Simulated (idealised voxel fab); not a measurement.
The process module that follows is named voxel released beams.
The figure presents cross-section cut, which has a width of 260 nm and is divided into square cells with an edge length of 5 nm.
A cross-section is written here as square cells arranged in a grid, and it is given in bands from the top down, each band taking up one or more rows of cells. Top, bottom (nm), then materials left to right with widths (nm); lone material tagged "throughout" fills the whole band edge to edge; "blank" = empty space. The level at which height equals 0 is the one under which the wafer, as it arrives, is entirely one material. No lower edge exists for the bottom band, which continues downward and is notated as in "0 and below". The expression "30 to 40" gives the width at the extremes of the band, the first number at its top row of cells and the second at its bottom row, with the width changing by equal amounts from each row to the next in between. "nothing altered" -> step changed no cross-section cell. You'll see "Sealed voids" listing empty spaces that have no way open to the top, as long as they're 8 cells or more; the notation is width x height at distance, where the distance is from the left edge, and all of it is in nm. That trailing text on a step's line, after the settings, is the simulator's own remark on the step. Among the settings permitted on a step's line is "overlay nm"; applied to a step with a mask, it specifies the extent to which the mask lay to the right of its planned position, whereas a negative figure signifies a position to the left.
These are the steps we planned for the process
| 1 | RECEIVE (material Si) |
| 2 | CONFORMAL_DEP (material Al2O3; thk nm 5) |
| 3 | DIRECTIONAL_DEP (material SiO2; thk nm 10) |
| 4 | PATTERN (tone open; mask id ANCHOR; material resist; width nm 35; thk nm 20; overlay nm 0) |
| 5 | DIRECTIONAL_ETCH (etch materials SiO2; depth nm 10) |
| 6 | STRIP (etch materials resist) |
| 7 | CONFORMAL_DEP (material SiN; thk nm 10) |
| 8 | DIRECTIONAL_DEP (material aC; thk nm 15) |
| 9 | PATTERN (tone cover; mask id BEAM; material resist; width nm 90; thk nm 35; overlay nm -15) |
| 10 | DIRECTIONAL_ETCH (etch materials aC; depth nm 15) |
| 11 | STRIP (etch materials resist) |
| 12 | DIRECTIONAL_ETCH (etch materials SiN; depth nm 10) |
| 13 | STRIP (etch materials aC) |
| 14 | STRIP (etch materials SiO2) |
Across this set of wafers, the varied parameter is the overlay nm of step 9. Starting conditions are identical for every wafer, and the plan reports the value assigned to the first wafer.
Sectional view: first of several wafers, as received, after step 1
  0 and below  Si throughout
  Sealed voids: none
Cross-sectional representation of the first of several wafers at the end of the module, i.e. after its terminal step, step 14
  25 down to 15  blank (65), SiN (30), blank (15), SiN (45), blank (105)
  15 down to 5  blank (85), SiN (35), blank (140)
  5 down to 0  Al2O3 throughout
  0 and below  Si throughout
  Sealed voids: none
Cross-section, last wafer, module completion
  25 down to 15  blank (110), SiN (75), blank (75)
  15 down to 5  blank (85), SiN (35), blank (140)
  5 down to 0  Al2O3 throughout
  0 and below  Si throughout
  Sealed voids: none
Row per wafer, end-of-module: cell gain (+)/loss (-) by material since the wafer came in, then closed voids
overlay nm -15, +52 Al2O3, +44 SiN, Sealed voids: none
overlay nm -10, +52 Al2O3, +44 SiN, Sealed voids: none
overlay nm -5, +52 Al2O3, +44 SiN, Sealed voids: none
overlay nm 0, +52 Al2O3, +44 SiN, Sealed voids: none
overlay nm 5, +52 Al2O3, +44 SiN, Sealed voids: none
overlay nm 10, +52 Al2O3, +44 SiN, Sealed voids: none
overlay nm 15, +52 Al2O3, +44 SiN, Sealed voids: none
